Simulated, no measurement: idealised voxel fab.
process module | voxel wiring stack
cross-section cut | 185 nm wide | cells 5 nm
A cross-section is a grid of square cells, given in bands from the top down. A band is one or more rows of cells.
Each band's line starts with the height of the band's top and of its bottom, in nm. Then come its materials from left to right, each with its width in nm. One material with "throughout" fills the band from edge to edge. "air" is empty space.
Height 0 is the level under which the wafer as received is all one material. The lowest band goes on downwards, as in "0 down".
A width such as "30 to 40" changes by the same amount from each row of cells to the next, from the band's top row to its bottom row.
"no change" after a step means that no cell of the cross-section changed.
closed voids: empty space of 8 cells or more with no open way to the top, each as width x height at its distance from the left edge, in nm
after a step's settings: what the simulator itself notes on the step
overlay nm, on a step with a mask: how far to the right of its planned place the mask lay; to the left if negative
plan
1 op RECEIVE | material Si
2 op CONFORMAL_DEP | material SiO2 | thk nm 10
3 op DIRECTIONAL_DEP | material TiN | thk nm 5
4 op DIRECTIONAL_DEP | material Ru | thk nm 25
5 op MASKED_ETCH | tone cover | mask id METAL_1 | width nm 20 | pitch nm 45 | etch materials Ru | depth nm 25 | overlay nm 0
6 op MASKED_ETCH | tone cover | mask id METAL_1 | width nm 20 | pitch nm 45 | etch materials TiN | depth nm 5 | overlay nm 0
7 op CONFORMAL_DEP | material SiCN | thk nm 5
8 op FILL_DEP | material SiO2 | thk nm 10
9 op CMP | height nm 40
10 op CONFORMAL_DEP | material SiCN | thk nm 5
11 op DIRECTIONAL_DEP | material SiO2 | thk nm 15
12 op MASKED_ETCH | tone open | mask id PLUG_1 | width nm 15 | pitch nm 45 | etch materials SiO2 | depth nm 15 | overlay nm 0
13 op MASKED_ETCH | tone open | mask id PLUG_1 | width nm 15 | pitch nm 45 | etch materials SiCN | depth nm 5 | overlay nm 0
14 op EPI | material Ru | thk nm 10
15 op EPI | material Ru | thk nm 10
16 op DIRECTIONAL_DEP | material TiN | thk nm 5
17 op DIRECTIONAL_DEP | material Ru | thk nm 20
18 op DIRECTIONAL_DEP | material aC | thk nm 15
19 op PATTERN | tone cover | mask id METAL_2 | material resist | width nm 20 | pitch nm 45 | thk nm 30 | overlay nm 0
20 op DIRECTIONAL_ETCH | etch materials aC | depth nm 15
21 op STRIP | etch materials resist
22 op DIRECTIONAL_ETCH | etch materials Ru | depth nm 20
23 op DIRECTIONAL_ETCH | etch materials TiN | depth nm 5
24 op STRIP | etch materials aC
25 op FILL_DEP | material lowk | thk nm 5
26 op CMP | height nm 85
27 op CONFORMAL_DEP | material SiCN | thk nm 5
first wafer, as planned
as received, after step 1
  0 down: Si throughout
  closed voids: none
after step 2
  10 to 0: SiO2 throughout
  below 0: unchanged
after step 3
  15 to 10: TiN throughout
  below 10: unchanged
after step 4
  40 to 15: Ru throughout
  below 15: unchanged
after step 5
  40 to 15: air 35 | Ru 20 | air 25 | Ru 20 | air 25 | Ru 20 | air 40
  below 15: unchanged
after step 6
  40 to 15: air 35 | Ru 20 | air 25 | Ru 20 | air 25 | Ru 20 | air 40
  15 to 10: air 35 | TiN 20 | air 25 | TiN 20 | air 25 | TiN 20 | air 40
  below 10: unchanged
after step 7
  45 to 40: air 30 | SiCN 30 | air 15 | SiCN 30 | air 15 | SiCN 30 | air 35
  40 to 15: air 30 | SiCN 5 | Ru 20 | SiCN 5 | air 15 | SiCN 5 | Ru 20 | SiCN 5 | air 15 | SiCN 5 | Ru 20 | SiCN 5 | air 35
  15 to 10: SiCN 35 | TiN 20 | SiCN 25 | TiN 20 | SiCN 25 | TiN 20 | SiCN 40
  below 10: unchanged
after step 8
  55 to 45: SiO2 throughout
  45 to 40: SiO2 30 | SiCN 30 | SiO2 15 | SiCN 30 | SiO2 15 | SiCN 30 | SiO2 35
  40 to 15: SiO2 30 | SiCN 5 | Ru 20 | SiCN 5 | SiO2 15 | SiCN 5 | Ru 20 | SiCN 5 | SiO2 15 | SiCN 5 | Ru 20 | SiCN 5 | SiO2 35
  below 15: unchanged
after step 9
  40 to 15: SiO2 30 | SiCN 5 | Ru 20 | SiCN 5 | SiO2 15 | SiCN 5 | Ru 20 | SiCN 5 | SiO2 15 | SiCN 5 | Ru 20 | SiCN 5 | SiO2 35
  below 15: unchanged
after step 10
  45 to 40: SiCN throughout
  below 40: unchanged
after step 11
  60 to 45: SiO2 throughout
  below 45: unchanged
after step 12
  60 to 45: SiO2 35 | air 15 | SiO2 30 | air 15 | SiO2 30 | air 15 | SiO2 45
  below 45: unchanged
after step 13
  60 to 45: SiO2 35 | air 15 | SiO2 30 | air 15 | SiO2 30 | air 15 | SiO2 45
  45 to 40: SiCN 35 | air 15 | SiCN 30 | air 15 | SiCN 30 | air 15 | SiCN 45
  below 40: unchanged
after step 14
  60 to 50: SiO2 35 | air 15 | SiO2 30 | air 15 | SiO2 30 | air 15 | SiO2 45
  50 to 45: SiO2 35 | Ru 15 | SiO2 30 | Ru 15 | SiO2 30 | Ru 15 | SiO2 45
  45 to 40: SiCN 35 | Ru 15 | SiCN 30 | Ru 15 | SiCN 30 | Ru 15 | SiCN 45
  below 40: unchanged
after step 15
  60 to 45: SiO2 35 | Ru 15 | SiO2 30 | Ru 15 | SiO2 30 | Ru 15 | SiO2 45
  below 45: unchanged
after step 16
  65 to 60: TiN throughout
  below 60: unchanged
after step 17
  85 to 65: Ru throughout
  below 65: unchanged
after step 18
  100 to 85: aC throughout
  below 85: unchanged
after step 19
  130 to 100: air 35 | resist 20 | air 25 | resist 20 | air 25 | resist 20 | air 40
  below 100: unchanged
after step 20
  115 to 100: air 35 | resist 20 | air 25 | resist 20 | air 25 | resist 20 | air 40
  100 to 85: air 35 | aC 20 | air 25 | aC 20 | air 25 | aC 20 | air 40
  below 85: unchanged
after step 21
  100 to 85: air 35 | aC 20 | air 25 | aC 20 | air 25 | aC 20 | air 40
  below 85: unchanged
after step 22
  100 to 85: air 35 | aC 20 | air 25 | aC 20 | air 25 | aC 20 | air 40
  85 to 65: air 35 | Ru 20 | air 25 | Ru 20 | air 25 | Ru 20 | air 40
  below 65: unchanged
after step 23
  100 to 85: air 35 | aC 20 | air 25 | aC 20 | air 25 | aC 20 | air 40
  85 to 65: air 35 | Ru 20 | air 25 | Ru 20 | air 25 | Ru 20 | air 40
  65 to 60: air 35 | TiN 20 | air 25 | TiN 20 | air 25 | TiN 20 | air 40
  below 60: unchanged
after step 24
  85 to 65: air 35 | Ru 20 | air 25 | Ru 20 | air 25 | Ru 20 | air 40
  below 65: unchanged
after step 25
  90 to 85: lowk throughout
  85 to 65: lowk 35 | Ru 20 | lowk 25 | Ru 20 | lowk 25 | Ru 20 | lowk 40
  65 to 60: lowk 35 | TiN 20 | lowk 25 | TiN 20 | lowk 25 | TiN 20 | lowk 40
  below 60: unchanged
after step 26
  85 to 65: lowk 35 | Ru 20 | lowk 25 | Ru 20 | lowk 25 | Ru 20 | lowk 40
  below 65: unchanged
after step 27
  90 to 85: SiCN throughout
  below 85: unchanged
second wafer: like start, like plan, one mistake. Through step 18 it matches the first wafer
when step 19 should have ended
  130 to 100: resist 35 | air 20 | resist 25 | air 20 | resist 25 | air 20 | resist 40
  below 100: unchanged
when step 20 should have ended
  115 to 100: resist 35 | air 20 | resist 25 | air 20 | resist 25 | air 20 | resist 40
  100 to 85: aC 35 | air 20 | aC 25 | air 20 | aC 25 | air 20 | aC 40
  below 85: unchanged
when step 21 should have ended
  100 to 85: aC 35 | air 20 | aC 25 | air 20 | aC 25 | air 20 | aC 40
  below 85: unchanged
when step 22 should have ended
  100 to 85: aC 35 | air 20 | aC 25 | air 20 | aC 25 | air 20 | aC 40
  85 to 65: Ru 35 | air 20 | Ru 25 | air 20 | Ru 25 | air 20 | Ru 40
  below 65: unchanged
when step 23 should have ended
  100 to 85: aC 35 | air 20 | aC 25 | air 20 | aC 25 | air 20 | aC 40
  85 to 65: Ru 35 | air 20 | Ru 25 | air 20 | Ru 25 | air 20 | Ru 40
  65 to 60: TiN 35 | air 20 | TiN 25 | air 20 | TiN 25 | air 20 | TiN 40
  below 60: unchanged
when step 24 should have ended
  85 to 65: Ru 35 | air 20 | Ru 25 | air 20 | Ru 25 | air 20 | Ru 40
  below 65: unchanged
when step 25 should have ended
  90 to 85: lowk throughout
  85 to 65: Ru 35 | lowk 20 | Ru 25 | lowk 20 | Ru 25 | lowk 20 | Ru 40
  65 to 60: TiN 35 | lowk 20 | TiN 25 | lowk 20 | TiN 25 | lowk 20 | TiN 40
  below 60: unchanged
when step 26 should have ended
  85 to 65: Ru 35 | lowk 20 | Ru 25 | lowk 20 | Ru 25 | lowk 20 | Ru 40
  below 65: unchanged
when step 27 should have ended
  90 to 85: SiCN throughout
  below 85: unchanged
what went wrong: step 19 ran as: op PATTERN | tone open | mask id METAL_2 | material resist | width nm 20 | pitch nm 45 | thk nm 30 | overlay nm 0
at the end the second wafer has, in cells: 52 more of Ru | 13 more of TiN | 65 fewer of lowk
